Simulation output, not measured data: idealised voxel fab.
The process module presented herein is designated voxel gate over fins.
The cross-section shown here is cut; it is 155 nm wide and divided into square cells measuring 5 nm on a side.
Square cells in a grid make up a cross-section in this document, and the grid is given as bands, listed from the top down, each one or more rows of cells. Per band: top height and bottom height in nm, followed by the left-to-right materials and their widths in nm; "all across" marks a single material spanning edge to edge, "blank" marks empty space. The reference from which all heights are counted is 0, the level beneath which the as-received wafer is entirely one material; the lowest band, having no lower bound, proceeds downward and is written after the example "0 -> down". Width: "30..40" (first number = top row, second number = bottom row, same change from row to row of cells). Where the words "nothing different" appear for a step, the cross-section shows no cell changed by that step; every cell remained as before. Reported under the label "Enclosed internal cavities" are the empty spaces having no open way to the top and comprising 8 cells or more; the notation for each is width x height at distance, in which the distance is measured from the left edge and all three values are in nm. Formally, on a step line, whatever follows the settings is a remark that the simulator itself makes on the step. You can add "overlay nm" to a step's line. For a step with a mask, it describes how far the mask lay to the right of its planned position, and a negative number describes a lay to the left.
-- List of planned process steps
1,RECEIVE with material Si
2,CONFORMAL_DEP with material SiN, thk nm 10
3,DIRECTIONAL_DEP with material aC, thk nm 10
4,PATTERN with tone cover, mask id FINS, material resist, width nm 15, pitch nm 35, thk nm 30, overlay nm 0
5,DIRECTIONAL_ETCH with etch materials aC, depth nm 10
6,STRIP with etch materials resist
7,DIRECTIONAL_ETCH with etch materials SiN, depth nm 10
8,DIRECTIONAL_ETCH with etch materials Si, depth nm 40
9,STRIP with etch materials aC
10,FILL_DEP with material SiO2, thk nm 10
11,CMP with height nm 10
12,SELECTIVE_ETCH with etch materials SiO2, depth nm 25
13,STRIP with etch materials SiN
14,CONFORMAL_DEP with material HfO2, thk nm 5
15,CONFORMAL_DEP with material TiN, thk nm 5
16,FILL_DEP with material W, thk nm 10
17,CMP with height nm 15
18,CONFORMAL_DEP with material SiN, thk nm 10
-- Incoming wafer, cross-sectional view, post step 1
  0 -> down: Si all across
  Enclosed internal cavities: none
-- End-of-module XS, first of two wafers, run as planned
  25 -> 15: SiN all across
  15 -> 10: W all across
  10 -> 5: W=40 | TiN=70 | W=45
  5 -> 0: W=40 | TiN=5 | HfO2=25 | TiN=10 | HfO2=25 | TiN=5 | W=45
  0 -> -5: W=40 | TiN=5 | HfO2=5 | Si=15 | HfO2=5 | TiN=10 | HfO2=5 | Si=15 | HfO2=5 | TiN=5 | W=45
  -5 -> -10: TiN=45 | HfO2=5 | Si=15 | HfO2=5 | TiN=10 | HfO2=5 | Si=15 | HfO2=5 | TiN=50
  -10 -> -15: HfO2=50 | Si=15 | HfO2=20 | Si=15 | HfO2=55
  -15 -> -40: SiO2=50 | Si=15 | SiO2=20 | Si=15 | SiO2=55
  -40 -> down: Si all across
  Enclosed internal cavities: none
-- Presented here is a cross-section of the second of the two wafers as it stood at the end of the module. It was started in the same manner and assigned the same plan as the first wafer; however, one mistake was made in its execution
  25 -> 15: SiN all across
  15 -> 10: W all across
  10 -> 5: W=50 | TiN=70 | W=35
  5 -> 0: W=50 | TiN=5 | HfO2=25 | TiN=10 | HfO2=25 | TiN=5 | W=35
  0 -> -5: W=50 | TiN=5 | HfO2=5 | Si=15 | HfO2=5 | TiN=10 | HfO2=5 | Si=15 | HfO2=5 | TiN=5 | W=35
  -5 -> -10: TiN=55 | HfO2=5 | Si=15 | HfO2=5 | TiN=10 | HfO2=5 | Si=15 | HfO2=5 | TiN=40
  -10 -> -15: HfO2=60 | Si=15 | HfO2=20 | Si=15 | HfO2=45
  -15 -> -40: SiO2=60 | Si=15 | SiO2=20 | Si=15 | SiO2=45
  -40 -> down: Si all across
  Enclosed internal cavities: none
What went wrong in running the wafer? step 4 changed vs plan, executed as PATTERN with tone cover, mask id FINS, material resist, width nm 15, pitch nm 35, thk nm 30, overlay nm 10
The two final wafers agree on how many cells each material fills and disagree on which cells those are.
